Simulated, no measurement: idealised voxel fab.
Process module, titled voxel wiring stack
Pictured: cross-section cut, 260 nm wide, on a grid of 5 nm square cells.
Cross-section, as written here: a square-cell grid given band by band from the top down, where a band holds one or more rows of cells.
Band: top height; bottom height; in nm. Then, left to right: material with width in nm, for each material. "full width": a single material spanning edge to edge. "blank": empty space.
The reference from which all heights are counted is 0, the level beneath which the as-received wafer is entirely one material; the lowest band, having no lower bound, proceeds downward and is written after the example "0 nm and below".
It should be noted that a width expressed as "30..40" varies in equal increments from row to row of cells within the band, taking the value of the first number at the top row and that of the second number at the bottom row.
"everything unchanged" after a step means that no cell of the cross-section changed.
Enclosed voids (no open way to top), threshold 8 cells or more, entry "Enclosed empty spaces", notation width x height at distance, distance from left edge, nm.
On a step's line, text after the settings is the simulator commenting on that step.
The optional step-line setting "overlay nm" applies to steps with a mask and quantifies how far to the right of its planned location the mask lay, a negative value indicating leftward placement.

Process steps (planned)
1,RECEIVE,material Si
2,CONFORMAL_DEP,material SiO2,thk nm 10
3,DIRECTIONAL_DEP,material TiN,thk nm 5
4,DIRECTIONAL_DEP,material Ru,thk nm 25
5,MASKED_ETCH,tone cover,mask id METAL_1,width nm 25,pitch nm 45,etch materials Ru,depth nm 25,overlay nm 0
6,MASKED_ETCH,tone cover,mask id METAL_1,width nm 25,pitch nm 45,etch materials TiN,depth nm 5,overlay nm 0
7,FILL_DEP,material lowk,thk nm 10
8,CMP,height nm 40
9,CONFORMAL_DEP,material SiCN,thk nm 5
10,DIRECTIONAL_DEP,material lowk,thk nm 30
11,PATTERN,tone open,mask id METAL_2,material resist,width nm 25,pitch nm 45,thk nm 20,overlay nm 0
12,DIRECTIONAL_ETCH,etch materials lowk,depth nm 20
13,STRIP,etch materials resist
14,PATTERN,tone open,mask id METAL_2_HOLES,material resist,width nm 15,pitch nm 45,thk nm 15,overlay nm 0
15,DIRECTIONAL_ETCH,etch materials lowk,depth nm 10
16,DIRECTIONAL_ETCH,etch materials SiCN,depth nm 5
17,STRIP,etch materials resist
18,CONFORMAL_DEP,material TiN,thk nm 5
19,FILL_DEP,material Ru,thk nm 5
20,CMP,height nm 75
21,CONFORMAL_DEP,material SiCN,thk nm 5
22,DIRECTIONAL_DEP,material lowk,thk nm 10
23,DIRECTIONAL_DEP,material aC,thk nm 10
24,PATTERN,tone open,mask id PLUG_2,material resist,width nm 15,pitch nm 45,thk nm 30,overlay nm 0
25,DIRECTIONAL_ETCH,etch materials aC,depth nm 10
26,STRIP,etch materials resist
27,DIRECTIONAL_ETCH,etch materials lowk,depth nm 10
28,DIRECTIONAL_ETCH,etch materials SiCN,depth nm 5
29,STRIP,etch materials aC
30,EPI,material Ru,thk nm 10
31,EPI,material Ru,thk nm 5
32,DIRECTIONAL_DEP,material TiN,thk nm 5
33,DIRECTIONAL_DEP,material W,thk nm 25
34,PATTERN,tone cover,mask id METAL_3,material resist,width nm 25,pitch nm 45,thk nm 20,overlay nm 0
35,DIRECTIONAL_ETCH,etch materials W,depth nm 25
36,DIRECTIONAL_ETCH,etch materials TiN,depth nm 5
37,STRIP,etch materials resist
38,FILL_DEP,material lowk,thk nm 10
39,CMP,height nm 120
40,CONFORMAL_DEP,material SiN,thk nm 5

As received, after step 1
- 0 nm and below: Si full width
- Enclosed empty spaces: none

End-of-module XS, first of two wafers, run as planned
- 125 nm to 120 nm: SiN full width
- 120 nm to 95 nm: 95 of lowk; 25 of W; 20 of lowk; 25 of W; 95 of lowk
- 95 nm to 90 nm: 95 of lowk; 25 of TiN; 20 of lowk; 25 of TiN; 95 of lowk
- 90 nm to 80 nm: 95 of lowk; 15 of Ru; 30 of lowk; 15 of Ru; 105 of lowk
- 80 nm to 75 nm: 95 of SiCN; 15 of Ru; 30 of SiCN; 15 of Ru; 105 of SiCN
- 75 nm to 60 nm: 95 of lowk; 5 of TiN; 15 of Ru; 5 of TiN; 20 of lowk; 5 of TiN; 15 of Ru; 5 of TiN; 95 of lowk
- 60 nm to 55 nm: 95 of lowk; 5 of TiN; 5 of Ru; 15 of TiN; 20 of lowk; 5 of TiN; 5 of Ru; 15 of TiN; 95 of lowk
- 55 nm to 45 nm: 95 of lowk; 5 of TiN; 5 of Ru; 5 of TiN; 30 of lowk; 5 of TiN; 5 of Ru; 5 of TiN; 105 of lowk
- 45 nm to 40 nm: 95 of SiCN; 15 of TiN; 30 of SiCN; 15 of TiN; 105 of SiCN
- 40 nm to 15 nm: 95 of lowk; 25 of Ru; 20 of lowk; 25 of Ru; 95 of lowk
- 15 nm to 10 nm: 95 of lowk; 25 of TiN; 20 of lowk; 25 of TiN; 95 of lowk
- 10 nm to 0 nm: SiO2 full width
- 0 nm and below: Si full width
- Enclosed empty spaces: none

Now the second wafer, cross-sectioned at the end of the module. Nothing different at the start, nothing different in the plan compared with the first, just one mistake when it was actually run
- 125 nm to 120 nm: SiN full width
- 120 nm to 95 nm: 95 of lowk; 25 of W; 20 of lowk; 25 of W; 95 of lowk
- 95 nm to 90 nm: 95 of lowk; 25 of TiN; 20 of lowk; 25 of TiN; 95 of lowk
- 90 nm to 80 nm: 90 of lowk; 25 of Ru; 20 of lowk; 25 of Ru; 100 of lowk
- 80 nm to 75 nm: 90 of SiCN; 25 of Ru; 20 of SiCN; 25 of Ru; 100 of SiCN
- 75 nm to 60 nm: 95 of lowk; 5 of TiN; 15 of Ru; 5 of TiN; 20 of lowk; 5 of TiN; 15 of Ru; 5 of TiN; 95 of lowk
- 60 nm to 55 nm: 95 of lowk; 5 of TiN; 5 of Ru; 15 of TiN; 20 of lowk; 5 of TiN; 5 of Ru; 15 of TiN; 95 of lowk
- 55 nm to 45 nm: 95 of lowk; 5 of TiN; 5 of Ru; 5 of TiN; 30 of lowk; 5 of TiN; 5 of Ru; 5 of TiN; 105 of lowk
- 45 nm to 40 nm: 95 of SiCN; 15 of TiN; 30 of SiCN; 15 of TiN; 105 of SiCN
- 40 nm to 15 nm: 95 of lowk; 25 of Ru; 20 of lowk; 25 of Ru; 95 of lowk
- 15 nm to 10 nm: 95 of lowk; 25 of TiN; 20 of lowk; 25 of TiN; 95 of lowk
- 10 nm to 0 nm: SiO2 full width
- 0 nm and below: Si full width
- Enclosed empty spaces: none
What was done differently from what was planned? step 24 was not run as planned; what actually ran was PATTERN,tone open,mask id PLUG_2,material resist,width nm 25,pitch nm 45,thk nm 30,overlay nm 0
Wafer comparison, final, in cells, second relative to first, materials more or fewer: +12 Ru; -4 SiCN; -8 lowk
